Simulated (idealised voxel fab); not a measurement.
Process module, titled voxel spacer lines
For reference, the cross-section in this document is cut, with width 175 nm and square cells of 5 nm.
Cross-section layout: square cells on a grid; listed as bands, top to bottom; a band spans one or more cell rows. Basically the band line says how high the top is and how high the bottom is, in nm, and then what's in it from left to right, every material with its width in nm. Empty space shows up as "blank", and if a single material carries "full width" it runs the full band edge to edge. Convention: height 0 is the level below which the wafer, as received, is all one material. The lowest band does not terminate at the bottom but continues downward, represented as "z 0 and below". The two numbers in a width such as "30->40" mark its ends across the band: the first belongs to the top row of cells, the second to the bottom row, and from each row to the next the width moves by the same amount. What does "remained unchanged" mean for a step? It means no cell of the cross-section changed in that step. The label "Listed closed voids" introduces a list of the empty spaces, 8 cells or larger, that have no open way up to the top; each entry in it reads width x height at distance, where the distance is taken from the left edge and all three are stated in nm. Post-settings text on a step line: simulator's own remark regarding the step. The optional step-line setting "overlay nm" applies to steps with a mask and quantifies how far to the right of its planned location the mask lay, a negative value indicating leftward placement. Pairs ahead. Before: cross-section ahead of one process step. After: cross-section once the step is done, shown to the lowest changed band only. Under each pair: that step, with settings. Caution: pairs may come from different runs of this module on the same starting wafer; a pair follows the pair above only where its "Structure before processing" entry says so.

**Structure before processing**
  z 0 and below  Si full width
  Listed closed voids: none

**Sectional View, Post-Process**
  z 10 to 0  Al2O3 full width
  Everything under 0 stays put, no change at all.
  Listed closed voids: none
The two cross-sections above are separated by a single process step, namely CONFORMAL_DEP with material Al2O3, thk nm 10

Structure before processing: look at the pair above, its after cross-section is where this step starts.

**Sectional View, Post-Process**
  z 20 to 10  TiN full width
  Everything under 10 stays put, no change at all.
  Listed closed voids: none
The two cross-sections above are separated by a single process step, namely DIRECTIONAL_DEP with material TiN, thk nm 10

Structure before processing: look at the pair above, its after cross-section is where this step starts.

**Sectional View, Post-Process**
  z 50 to 20  aC full width
  Everything under 20 stays put, no change at all.
  Listed closed voids: none
The two cross-sections above are separated by a single process step, namely DIRECTIONAL_DEP with material aC, thk nm 30

Structure before processing: look at the pair above, its after cross-section is where this step starts.

**Sectional View, Post-Process**
  z 90 to 50  blank: 45, then resist: 20, then blank: 40, then resist: 20, then blank: 50
  Everything under 50 stays put, no change at all.
  Listed closed voids: none
The two cross-sections above are separated by a single process step, namely PATTERN with tone cover, mask id MANDREL, material resist, width nm 20, pitch nm 60, thk nm 40, overlay nm 0

Structure before processing: look at the pair above, its after cross-section is where this step starts.

**Sectional View, Post-Process**
  z 60 to 50  blank: 45, then resist: 20, then blank: 40, then resist: 20, then blank: 50
  z 50 to 20  blank: 45, then aC: 20, then blank: 40, then aC: 20, then blank: 50
  Everything under 20 stays put, no change at all.
  Listed closed voids: none
The two cross-sections above are separated by a single process step, namely DIRECTIONAL_ETCH with etch materials aC, depth nm 30

Structure before processing: look at the pair above, its after cross-section is where this step starts.

**Sectional View, Post-Process**
  z 50 to 20  blank: 45, then aC: 20, then blank: 40, then aC: 20, then blank: 50
  Everything under 20 stays put, no change at all.
  Listed closed voids: none
The two cross-sections above are separated by a single process step, namely STRIP with etch materials resist

Structure before processing: look at the pair above, its after cross-section is where this step starts.

**Sectional View, Post-Process**
  z 60 to 50  blank: 35, then SiN: 40, then blank: 20, then SiN: 40, then blank: 40
  z 50 to 30  blank: 35, then SiN: 10, then aC: 20, then SiN: 10, then blank: 20, then SiN: 10, then aC: 20, then SiN: 10, then blank: 40
  z 30 to 20  SiN: 45, then aC: 20, then SiN: 40, then aC: 20, then SiN: 50
  Everything under 20 stays put, no change at all.
  Listed closed voids: none
The two cross-sections above are separated by a single process step, namely CONFORMAL_DEP with material SiN, thk nm 10

Structure before processing: look at the pair above, its after cross-section is where this step starts.

**Sectional View, Post-Process**
  z 50 to 20  blank: 35, then SiN: 10, then aC: 20, then SiN: 10, then blank: 20, then SiN: 10, then aC: 20, then SiN: 10, then blank: 40
  Everything under 20 stays put, no change at all.
  Listed closed voids: none
The two cross-sections above are separated by a single process step, namely DIRECTIONAL_ETCH with etch materials SiN, depth nm 10

Structure before processing: look at the pair above, its after cross-section is where this step starts.

**Sectional View, Post-Process**
  z 50 to 20  blank: 35, then SiN: 10, then blank: 20, then SiN: 10, then blank: 20, then SiN: 10, then blank: 20, then SiN: 10, then blank: 40
  Everything under 20 stays put, no change at all.
  Listed closed voids: none
The two cross-sections above are separated by a single process step, namely STRIP with etch materials aC

Structure before processing: look at the pair above, its after cross-section is where this step starts.

**Sectional View, Post-Process**
  z 50 to 20  blank: 35, then SiN: 10, then blank: 20, then SiN: 10, then blank: 20, then SiN: 10, then blank: 20, then SiN: 10, then blank: 40
  z 20 to 10  blank: 35, then TiN: 10, then blank: 20, then TiN: 10, then blank: 20, then TiN: 10, then blank: 20, then TiN: 10, then blank: 40
  Everything under 10 stays put, no change at all.
  Listed closed voids: none
The two cross-sections above are separated by a single process step, namely DIRECTIONAL_ETCH with etch materials TiN, depth nm 10

Structure before processing: look at the pair above, its after cross-section is where this step starts.

**Sectional View, Post-Process**
  z 20 to 10  blank: 35, then TiN: 10, then blank: 20, then TiN: 10, then blank: 20, then TiN: 10, then blank: 20, then TiN: 10, then blank: 40
  Everything under 10 stays put, no change at all.
  Listed closed voids: none
The two cross-sections above are separated by a single process step, namely STRIP with etch materials SiN

**Structure before processing**
  z 0 and below  Si full width
  Listed closed voids: none

**Sectional View, Post-Process**
  z 10 to 0  TiN full width
  Everything under 0 stays put, no change at all.
  Listed closed voids: none
The two cross-sections above are separated by a single process step, namely DIRECTIONAL_DEP with material TiN, thk nm 10

Structure before processing: look at the pair above, its after cross-section is where this step starts.

**Sectional View, Post-Process**
  z 40 to 10  aC full width
  Everything under 10 stays put, no change at all.
  Listed closed voids: none
The two cross-sections above are separated by a single process step, namely DIRECTIONAL_DEP with material aC, thk nm 30

Structure before processing: look at the pair above, its after cross-section is where this step starts.

**Sectional View, Post-Process**
  z 80 to 40  blank: 45, then resist: 20, then blank: 40, then resist: 20, then blank: 50
  Everything under 40 stays put, no change at all.
  Listed closed voids: none
The two cross-sections above are separated by a single process step, namely PATTERN with tone cover, mask id MANDREL, material resist, width nm 20, pitch nm 60, thk nm 40, overlay nm 0

Structure before processing: look at the pair above, its after cross-section is where this step starts.

**Sectional View, Post-Process**
  z 50 to 40  blank: 45, then resist: 20, then blank: 40, then resist: 20, then blank: 50
  z 40 to 10  blank: 45, then aC: 20, then blank: 40, then aC: 20, then blank: 50
  Everything under 10 stays put, no change at all.
  Listed closed voids: none
The two cross-sections above are separated by a single process step, namely DIRECTIONAL_ETCH with etch materials aC, depth nm 30

Structure before processing: look at the pair above, its after cross-section is where this step starts.

**Sectional View, Post-Process**
  z 40 to 10  blank: 45, then aC: 20, then blank: 40, then aC: 20, then blank: 50
  Everything under 10 stays put, no change at all.
  Listed closed voids: none
The two cross-sections above are separated by a single process step, namely STRIP with etch materials resist

Structure before processing: look at the pair above, its after cross-section is where this step starts.

**Sectional View, Post-Process**
  z 50 to 40  blank: 35, then SiN: 40, then blank: 20, then SiN: 40, then blank: 40
  z 40 to 20  blank: 35, then SiN: 10, then aC: 20, then SiN: 10, then blank: 20, then SiN: 10, then aC: 20, then SiN: 10, then blank: 40
  z 20 to 10  SiN: 45, then aC: 20, then SiN: 40, then aC: 20, then SiN: 50
  Everything under 10 stays put, no change at all.
  Listed closed voids: none
The two cross-sections above are separated by a single process step, namely CONFORMAL_DEP with material SiN, thk nm 10

Structure before processing: look at the pair above, its after cross-section is where this step starts.

**Sectional View, Post-Process**
  z 40 to 10  blank: 35, then SiN: 10, then aC: 20, then SiN: 10, then blank: 20, then SiN: 10, then aC: 20, then SiN: 10, then blank: 40
  Everything under 10 stays put, no change at all.
  Listed closed voids: none
The two cross-sections above are separated by a single process step, namely DIRECTIONAL_ETCH with etch materials SiN, depth nm 10

Structure before processing: look at the pair above, its after cross-section is where this step starts.

**Sectional View, Post-Process**
  z 40 to 10  blank: 35, then SiN: 10, then blank: 20, then SiN: 10, then blank: 20, then SiN: 10, then blank: 20, then SiN: 10, then blank: 40
  Everything under 10 stays put, no change at all.
  Listed closed voids: none
The two cross-sections above are separated by a single process step, namely STRIP with etch materials aC

Structure before processing: look at the pair above, its after cross-section is where this step starts.

**Sectional View, Post-Process**
  z 40 to 10  blank: 35, then SiN: 10, then blank: 20, then SiN: 10, then blank: 20, then SiN: 10, then blank: 20, then SiN: 10, then blank: 40
  z 10 to 0  blank: 35, then TiN: 10, then blank: 20, then TiN: 10, then blank: 20, then TiN: 10, then blank: 20, then TiN: 10, then blank: 40
  Everything under 0 stays put, no change at all.
  Listed closed voids: none
The two cross-sections above are separated by a single process step, namely DIRECTIONAL_ETCH with etch materials TiN, depth nm 10

Structure before processing: look at the pair above, its after cross-section is where this step starts.

**Sectional View, Post-Process**
  z 10 to 0  blank: 35, then TiN: 10, then blank: 20, then TiN: 10, then blank: 20, then TiN: 10, then blank: 20, then TiN: 10, then blank: 40
  Everything under 0 stays put, no change at all.
  Listed closed voids: none
The two cross-sections above are separated by a single process step, namely STRIP with etch materials SiN

**Structure before processing**
  z 10 to 0  Al2O3 full width
  z 0 and below  Si full width
  Listed closed voids: none

**Sectional View, Post-Process**
  z 40 to 10  aC full width
  Everything under 10 stays put, no change at all.
  Listed closed voids: none
The two cross-sections above are separated by a single process step, namely DIRECTIONAL_DEP with material aC, thk nm 30

Structure before processing: look at the pair above, its after cross-section is where this step starts.

**Sectional View, Post-Process**
  z 50 to 40  TiN full width
  Everything under 40 stays put, no change at all.
  Listed closed voids: none
The two cross-sections above are separated by a single process step, namely DIRECTIONAL_DEP with material TiN, thk nm 10

Structure before processing: look at the pair above, its after cross-section is where this step starts.

**Sectional View, Post-Process**
  z 90 to 50  blank: 45, then resist: 20, then blank: 40, then resist: 20, then blank: 50
  Everything under 50 stays put, no change at all.
  Listed closed voids: none
The two cross-sections above are separated by a single process step, namely PATTERN with tone cover, mask id MANDREL, material resist, width nm 20, pitch nm 60, thk nm 40, overlay nm 0

Structure before processing: look at the pair above, its after cross-section is where this step starts.

**Sectional View, Post-Process**
  z 60 to 50  blank: 45, then resist: 20, then blank: 40, then resist: 20, then blank: 50
  Everything under 50 stays put, no change at all.
  Listed closed voids: none
The two cross-sections above are separated by a single process step, namely DIRECTIONAL_ETCH with etch materials aC, depth nm 30

Structure before processing: look at the pair above, its after cross-section is where this step starts.

**Sectional View, Post-Process**
  z 50 to 40  TiN full width
  Everything under 40 stays put, no change at all.
  Listed closed voids: none
The two cross-sections above are separated by a single process step, namely STRIP with etch materials resist

Structure before processing: look at the pair above, its after cross-section is where this step starts.

**Sectional View, Post-Process**
  z 60 to 50  SiN full width
  Everything under 50 stays put, no change at all.
  Listed closed voids: none
The two cross-sections above are separated by a single process step, namely CONFORMAL_DEP with material SiN, thk nm 10

Structure before processing: look at the pair above, its after cross-section is where this step starts.

**Sectional View, Post-Process**
  z 50 to 40  TiN full width
  Everything under 40 stays put, no change at all.
  Listed closed voids: none
The two cross-sections above are separated by a single process step, namely DIRECTIONAL_ETCH with etch materials SiN, depth nm 10

Structure before processing: look at the pair above, its after cross-section is where this step starts.

**Sectional View, Post-Process**
  z 40 to 10  aC full width
  Everything under 10 stays put, no change at all.
  Listed closed voids: none
The two cross-sections above are separated by a single process step, namely DIRECTIONAL_ETCH with etch materials TiN, depth nm 10

**Structure before processing**
  z 10 to 0  Al2O3 full width
  z 0 and below  Si full width
  Listed closed voids: none

**Sectional View, Post-Process**
  z 15 to 10  TiN full width
  Everything under 10 stays put, no change at all.
  Listed closed voids: none
The two cross-sections above are separated by a single process step, namely DIRECTIONAL_DEP with material TiN, thk nm 5

Structure before processing: look at the pair above, its after cross-section is where this step starts.

**Sectional View, Post-Process**
  z 45 to 15  aC full width
  Everything under 15 stays put, no change at all.
  Listed closed voids: none
The two cross-sections above are separated by a single process step, namely DIRECTIONAL_DEP with material aC, thk nm 30

Structure before processing: look at the pair above, its after cross-section is where this step starts.

**Sectional View, Post-Process**
  z 85 to 45  blank: 45, then resist: 20, then blank: 40, then resist: 20, then blank: 50
  Everything under 45 stays put, no change at all.
  Listed closed voids: none
The two cross-sections above are separated by a single process step, namely PATTERN with tone cover, mask id MANDREL, material resist, width nm 20, pitch nm 60, thk nm 40, overlay nm 0

Structure before processing: look at the pair above, its after cross-section is where this step starts.

**Sectional View, Post-Process**
  z 55 to 45  blank: 45, then resist: 20, then blank: 40, then resist: 20, then blank: 50
  z 45 to 15  blank: 45, then aC: 20, then blank: 40, then aC: 20, then blank: 50
  Everything under 15 stays put, no change at all.
  Listed closed voids: none
The two cross-sections above are separated by a single process step, namely DIRECTIONAL_ETCH with etch materials aC, depth nm 30

Structure before processing: look at the pair above, its after cross-section is where this step starts.

**Sectional View, Post-Process**
  z 45 to 15  blank: 45, then aC: 20, then blank: 40, then aC: 20, then blank: 50
  Everything under 15 stays put, no change at all.
  Listed closed voids: none
The two cross-sections above are separated by a single process step, namely STRIP with etch materials resist

Structure before processing: look at the pair above, its after cross-section is where this step starts.

**Sectional View, Post-Process**
  z 55 to 45  blank: 35, then SiN: 40, then blank: 20, then SiN: 40, then blank: 40
  z 45 to 25  blank: 35, then SiN: 10, then aC: 20, then SiN: 10, then blank: 20, then SiN: 10, then aC: 20, then SiN: 10, then blank: 40
  z 25 to 15  SiN: 45, then aC: 20, then SiN: 40, then aC: 20, then SiN: 50
  Everything under 15 stays put, no change at all.
  Listed closed voids: none
The two cross-sections above are separated by a single process step, namely CONFORMAL_DEP with material SiN, thk nm 10

Structure before processing: look at the pair above, its after cross-section is where this step starts.

**Sectional View, Post-Process**
  z 45 to 15  blank: 35, then SiN: 10, then aC: 20, then SiN: 10, then blank: 20, then SiN: 10, then aC: 20, then SiN: 10, then blank: 40
  Everything under 15 stays put, no change at all.
  Listed closed voids: none
The two cross-sections above are separated by a single process step, namely DIRECTIONAL_ETCH with etch materials SiN, depth nm 10

Structure before processing: look at the pair above, its after cross-section is where this step starts.

**Sectional View, Post-Process**
  z 45 to 15  blank: 35, then SiN: 10, then blank: 20, then SiN: 10, then blank: 20, then SiN: 10, then blank: 20, then SiN: 10, then blank: 40
  Everything under 15 stays put, no change at all.
  Listed closed voids: none
The two cross-sections above are separated by a single process step, namely STRIP with etch materials aC

Structure before processing: look at the pair above, its after cross-section is where this step starts.

**Sectional View, Post-Process**
  z 45 to 15  blank: 35, then SiN: 10, then blank: 20, then SiN: 10, then blank: 20, then SiN: 10, then blank: 20, then SiN: 10, then blank: 40
  z 15 to 10  blank: 35, then TiN: 10, then blank: 20, then TiN: 10, then blank: 20, then TiN: 10, then blank: 20, then TiN: 10, then blank: 40
  Everything under 10 stays put, no change at all.
  Listed closed voids: none
The two cross-sections above are separated by a single process step, namely DIRECTIONAL_ETCH with etch materials TiN, depth nm 10

Structure before processing: look at the pair above, its after cross-section is where this step starts.

**Sectional View, Post-Process**
  z 15 to 10  blank: 35, then TiN: 10, then blank: 20, then TiN: 10, then blank: 20, then TiN: 10, then blank: 20, then TiN: 10, then blank: 40
  Everything under 10 stays put, no change at all.
  Listed closed voids: none
The two cross-sections above are separated by a single process step, namely STRIP with etch materials SiN

**Structure before processing**
  z 50 to 20  aC full width
  z 20 to 10  TiN full width
  z 10 to 0  Al2O3 full width
  z 0 and below  Si full width
  Listed closed voids: none

**Sectional View, Post-Process**
  z 90 to 50  blank: 40, then resist: 30, then blank: 30, then resist: 30, then blank: 45
  Everything under 50 stays put, no change at all.
  Listed closed voids: none
The two cross-sections above are separated by a single process step, namely PATTERN with tone cover, mask id MANDREL, material resist, width nm 30, pitch nm 60, thk nm 40, overlay nm 0

Structure before processing: look at the pair above, its after cross-section is where this step starts.

**Sectional View, Post-Process**
  z 60 to 50  blank: 40, then resist: 30, then blank: 30, then resist: 30, then blank: 45
  z 50 to 20  blank: 40, then aC: 30, then blank: 30, then aC: 30, then blank: 45
  Everything under 20 stays put, no change at all.
  Listed closed voids: none
The two cross-sections above are separated by a single process step, namely DIRECTIONAL_ETCH with etch materials aC, depth nm 30

Structure before processing: look at the pair above, its after cross-section is where this step starts.

**Sectional View, Post-Process**
  z 50 to 20  blank: 40, then aC: 30, then blank: 30, then aC: 30, then blank: 45
  Everything under 20 stays put, no change at all.
  Listed closed voids: none
The two cross-sections above are separated by a single process step, namely STRIP with etch materials resist

Structure before processing: look at the pair above, its after cross-section is where this step starts.

**Sectional View, Post-Process**
  z 60 to 50  blank: 30, then SiN: 50, then blank: 10, then SiN: 50, then blank: 35
  z 50 to 30  blank: 30, then SiN: 10, then aC: 30, then SiN: 10, then blank: 10, then SiN: 10, then aC: 30, then SiN: 10, then blank: 35
  z 30 to 20  SiN: 40, then aC: 30, then SiN: 30, then aC: 30, then SiN: 45
  Everything under 20 stays put, no change at all.
  Listed closed voids: none
The two cross-sections above are separated by a single process step, namely CONFORMAL_DEP with material SiN, thk nm 10

Structure before processing: look at the pair above, its after cross-section is where this step starts.

**Sectional View, Post-Process**
  z 50 to 20  blank: 30, then SiN: 10, then aC: 30, then SiN: 10, then blank: 10, then SiN: 10, then aC: 30, then SiN: 10, then blank: 35
  Everything under 20 stays put, no change at all.
  Listed closed voids: none
The two cross-sections above are separated by a single process step, namely DIRECTIONAL_ETCH with etch materials SiN, depth nm 10

Structure before processing: look at the pair above, its after cross-section is where this step starts.

**Sectional View, Post-Process**
  z 50 to 20  blank: 30, then SiN: 10, then blank: 30, then SiN: 10, then blank: 10, then SiN: 10, then blank: 30, then SiN: 10, then blank: 35
  Everything under 20 stays put, no change at all.
  Listed closed voids: none
The two cross-sections above are separated by a single process step, namely STRIP with etch materials aC

Structure before processing: look at the pair above, its after cross-section is where this step starts.

**Sectional View, Post-Process**
  z 50 to 20  blank: 30, then SiN: 10, then blank: 30, then SiN: 10, then blank: 10, then SiN: 10, then blank: 30, then SiN: 10, then blank: 35
  z 20 to 10  blank: 30, then TiN: 10, then blank: 30, then TiN: 10, then blank: 10, then TiN: 10, then blank: 30, then TiN: 10, then blank: 35
  Everything under 10 stays put, no change at all.
  Listed closed voids: none
The two cross-sections above are separated by a single process step, namely DIRECTIONAL_ETCH with etch materials TiN, depth nm 10

Structure before processing: look at the pair above, its after cross-section is where this step starts.

**Sectional View, Post-Process**
  z 20 to 10  blank: 30, then TiN: 10, then blank: 30, then TiN: 10, then blank: 10, then TiN: 10, then blank: 30, then TiN: 10, then blank: 35
  Everything under 10 stays put, no change at all.
  Listed closed voids: none
The two cross-sections above are separated by a single process step, namely STRIP with etch materials SiN

**Structure before processing**
  z 50 to 20  aC full width
  z 20 to 10  TiN full width
  z 10 to 0  Al2O3 full width
  z 0 and below  Si full width
  Listed closed voids: none

**Sectional View, Post-Process**
  z 90 to 50  blank: 35, then resist: 20, then blank: 40, then resist: 20, then blank: 60
  Everything under 50 stays put, no change at all.
  Listed closed voids: none
The two cross-sections above are separated by a single process step, namely PATTERN with tone cover, mask id MANDREL, material resist, width nm 20, pitch nm 60, thk nm 40, overlay nm -10

Structure before processing: look at the pair above, its after cross-section is where this step starts.

**Sectional View, Post-Process**
  z 60 to 50  blank: 35, then resist: 20, then blank: 40, then resist: 20, then blank: 60
  z 50 to 20  blank: 35, then aC: 20, then blank: 40, then aC: 20, then blank: 60
  Everything under 20 stays put, no change at all.
  Listed closed voids: none
The two cross-sections above are separated by a single process step, namely DIRECTIONAL_ETCH with etch materials aC, depth nm 30

Structure before processing: look at the pair above, its after cross-section is where this step starts.

**Sectional View, Post-Process**
  z 50 to 20  blank: 35, then aC: 20, then blank: 40, then aC: 20, then blank: 60
  Everything under 20 stays put, no change at all.
  Listed closed voids: none
The two cross-sections above are separated by a single process step, namely STRIP with etch materials resist

Structure before processing: look at the pair above, its after cross-section is where this step starts.

**Sectional View, Post-Process**
  z 60 to 50  blank: 25, then SiN: 40, then blank: 20, then SiN: 40, then blank: 50
  z 50 to 30  blank: 25, then SiN: 10, then aC: 20, then SiN: 10, then blank: 20, then SiN: 10, then aC: 20, then SiN: 10, then blank: 50
  z 30 to 20  SiN: 35, then aC: 20, then SiN: 40, then aC: 20, then SiN: 60
  Everything under 20 stays put, no change at all.
  Listed closed voids: none
The two cross-sections above are separated by a single process step, namely CONFORMAL_DEP with material SiN, thk nm 10

Structure before processing: look at the pair above, its after cross-section is where this step starts.

**Sectional View, Post-Process**
  z 50 to 20  blank: 25, then SiN: 10, then aC: 20, then SiN: 10, then blank: 20, then SiN: 10, then aC: 20, then SiN: 10, then blank: 50
  Everything under 20 stays put, no change at all.
  Listed closed voids: none
The two cross-sections above are separated by a single process step, namely DIRECTIONAL_ETCH with etch materials SiN, depth nm 10

Structure before processing: look at the pair above, its after cross-section is where this step starts.

**Sectional View, Post-Process**
  z 50 to 20  blank: 25, then SiN: 10, then blank: 20, then SiN: 10, then blank: 20, then SiN: 10, then blank: 20, then SiN: 10, then blank: 50
  Everything under 20 stays put, no change at all.
  Listed closed voids: none
The two cross-sections above are separated by a single process step, namely STRIP with etch materials aC

Structure before processing: look at the pair above, its after cross-section is where this step starts.

**Sectional View, Post-Process**
  z 50 to 20  blank: 25, then SiN: 10, then blank: 20, then SiN: 10, then blank: 20, then SiN: 10, then blank: 20, then SiN: 10, then blank: 50
  z 20 to 10  blank: 25, then TiN: 10, then blank: 20, then TiN: 10, then blank: 20, then TiN: 10, then blank: 20, then TiN: 10, then blank: 50
  Everything under 10 stays put, no change at all.
  Listed closed voids: none
The two cross-sections above are separated by a single process step, namely DIRECTIONAL_ETCH with etch materials TiN, depth nm 10

Structure before processing: look at the pair above, its after cross-section is where this step starts.

**Sectional View, Post-Process**
  z 20 to 10  blank: 25, then TiN: 10, then blank: 20, then TiN: 10, then blank: 20, then TiN: 10, then blank: 20, then TiN: 10, then blank: 50
  Everything under 10 stays put, no change at all.
  Listed closed voids: none
The two cross-sections above are separated by a single process step, namely STRIP with etch materials SiN

**Structure before processing**
  z 50 to 20  blank: 45, then aC: 20, then blank: 40, then aC: 20, then blank: 50
  z 20 to 10  TiN full width
  z 10 to 0  Al2O3 full width
  z 0 and below  Si full width
  Listed closed voids: none

**Sectional View, Post-Process**
  z 60 to 50  blank: 35, then TiN: 40, then blank: 20, then TiN: 40, then blank: 40
  z 50 to 30  blank: 35, then TiN: 10, then aC: 20, then TiN: 10, then blank: 20, then TiN: 10, then aC: 20, then TiN: 10, then blank: 40
  z 30 to 20  TiN: 45, then aC: 20, then TiN: 40, then aC: 20, then TiN: 50
  Everything under 20 stays put, no change at all.
  Listed closed voids: none
The two cross-sections above are separated by a single process step, namely CONFORMAL_DEP with material TiN, thk nm 10

Structure before processing: look at the pair above, its after cross-section is where this step starts.

**Sectional View, Post-Process**
  z 50 to 20  blank: 35, then TiN: 10, then aC: 20, then TiN: 10, then blank: 20, then TiN: 10, then aC: 20, then TiN: 10, then blank: 40
  Everything under 20 stays put, no change at all.
  Listed closed voids: none
The two cross-sections above are separated by a single process step, namely DIRECTIONAL_ETCH with etch materials TiN, depth nm 10

**Structure before processing**
  z 50 to 20  aC full width
  z 20 to 10  TiN full width
  z 10 to 0  Al2O3 full width
  z 0 and below  Si full width
  Listed closed voids: none

**Sectional View, Post-Process**
  z 90 to 50  resist: 45, then blank: 20, then resist: 40, then blank: 20, then resist: 50
  Everything under 50 stays put, no change at all.
  Listed closed voids: none
The two cross-sections above are separated by a single process step, namely PATTERN with tone open, mask id MANDREL, material resist, width nm 20, pitch nm 60, thk nm 40, overlay nm 0

Structure before processing: look at the pair above, its after cross-section is where this step starts.

**Sectional View, Post-Process**
  z 60 to 50  resist: 45, then blank: 20, then resist: 40, then blank: 20, then resist: 50
  z 50 to 20  aC: 45, then blank: 20, then aC: 40, then blank: 20, then aC: 50
  Everything under 20 stays put, no change at all.
  Listed closed voids: none
The two cross-sections above are separated by a single process step, namely DIRECTIONAL_ETCH with etch materials aC, depth nm 30

Structure before processing: look at the pair above, its after cross-section is where this step starts.

**Sectional View, Post-Process**
  z 50 to 20  aC: 45, then blank: 20, then aC: 40, then blank: 20, then aC: 50
  Everything under 20 stays put, no change at all.
  Listed closed voids: none
The two cross-sections above are separated by a single process step, namely STRIP with etch materials resist

Structure before processing: look at the pair above, its after cross-section is where this step starts.

**Sectional View, Post-Process**
  z 60 to 50  SiN full width
  z 50 to 20  aC: 45, then SiN: 20, then aC: 40, then SiN: 20, then aC: 50
  Everything under 20 stays put, no change at all.
  Listed closed voids: none
The two cross-sections above are separated by a single process step, namely CONFORMAL_DEP with material SiN, thk nm 10

Structure before processing: look at the pair above, its after cross-section is where this step starts.

**Sectional View, Post-Process**
  z 50 to 20  aC: 45, then SiN: 20, then aC: 40, then SiN: 20, then aC: 50
  Everything under 20 stays put, no change at all.
  Listed closed voids: none
The two cross-sections above are separated by a single process step, namely DIRECTIONAL_ETCH with etch materials SiN, depth nm 10

Structure before processing: look at the pair above, its after cross-section is where this step starts.

**Sectional View, Post-Process**
  z 50 to 20  blank: 45, then SiN: 20, then blank: 40, then SiN: 20, then blank: 50
  Everything under 20 stays put, no change at all.
  Listed closed voids: none
The two cross-sections above are separated by a single process step, namely STRIP with etch materials aC

Structure before processing: look at the pair above, its after cross-section is where this step starts.

**Sectional View, Post-Process**
  z 50 to 20  blank: 45, then SiN: 20, then blank: 40, then SiN: 20, then blank: 50
  z 20 to 10  blank: 45, then TiN: 20, then blank: 40, then TiN: 20, then blank: 50
  Everything under 10 stays put, no change at all.
  Listed closed voids: none
The two cross-sections above are separated by a single process step, namely DIRECTIONAL_ETCH with etch materials TiN, depth nm 10

Structure before processing: look at the pair above, its after cross-section is where this step starts.

**Sectional View, Post-Process**
  z 20 to 10  blank: 45, then TiN: 20, then blank: 40, then TiN: 20, then blank: 50
  Everything under 10 stays put, no change at all.
  Listed closed voids: none
The two cross-sections above are separated by a single process step, namely STRIP with etch materials SiN
